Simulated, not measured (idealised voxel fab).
process module | voxel lift off
cross-section cut | 250 nm wide | cells 5 nm
A cross-section is a grid of square cells, given in bands from the top down. A band is one or more rows of cells.
Each band's line starts with the height of the band's top and of its bottom, in nm. Then come its materials from left to right, each with its width in nm. One material with "throughout" fills the band from edge to edge. "air" is empty space.
Height 0 is the level under which the wafer as received is all one material. The lowest band goes on downwards, as in "0 down".
A width such as "30 to 40" changes by the same amount from each row of cells to the next, from the band's top row to its bottom row.
"no change" after a step means that no cell of the cross-section changed.
closed voids: empty space of 8 cells or more with no open way to the top, each as width x height at its distance from the left edge, in nm
after a step's settings: what the simulator itself notes on the step
overlay nm, on a step with a mask: how far to the right of its planned place the mask lay; to the left if negative
plan
1 op RECEIVE | material Si
2 op CONFORMAL_DEP | material SiO2 | thk nm 15
3 op PATTERN | tone open | mask id LINES | material resist | width nm 15 | pitch nm 30 | thk nm 25 | overlay nm 0
4 op DIRECTIONAL_DEP | material Ru | thk nm 15
5 op STRIP | etch materials resist
6 op CONFORMAL_DEP | material SiCN | thk nm 5
as received, after step 1
  0 down: Si throughout
  closed voids: none
a wafer at the end: this start, this plan, one mistake
  50 to 45: air 80 | SiCN 25 | air 5 | SiCN 25 | air 5 | SiCN 25 | air 85
  45 to 35: air 80 | SiCN 5 | Ru 15 | SiCN 5 | air 5 | SiCN 5 | Ru 15 | SiCN 5 | air 5 | SiCN 5 | Ru 15 | SiCN 5 | air 85
  35 to 30: SiCN 85 | Ru 15 | SiCN 15 | Ru 15 | SiCN 15 | Ru 15 | SiCN 90
  30 to 0: SiO2 throughout
  0 down: Si throughout
  closed voids: none
what went wrong: step 2 was run twice
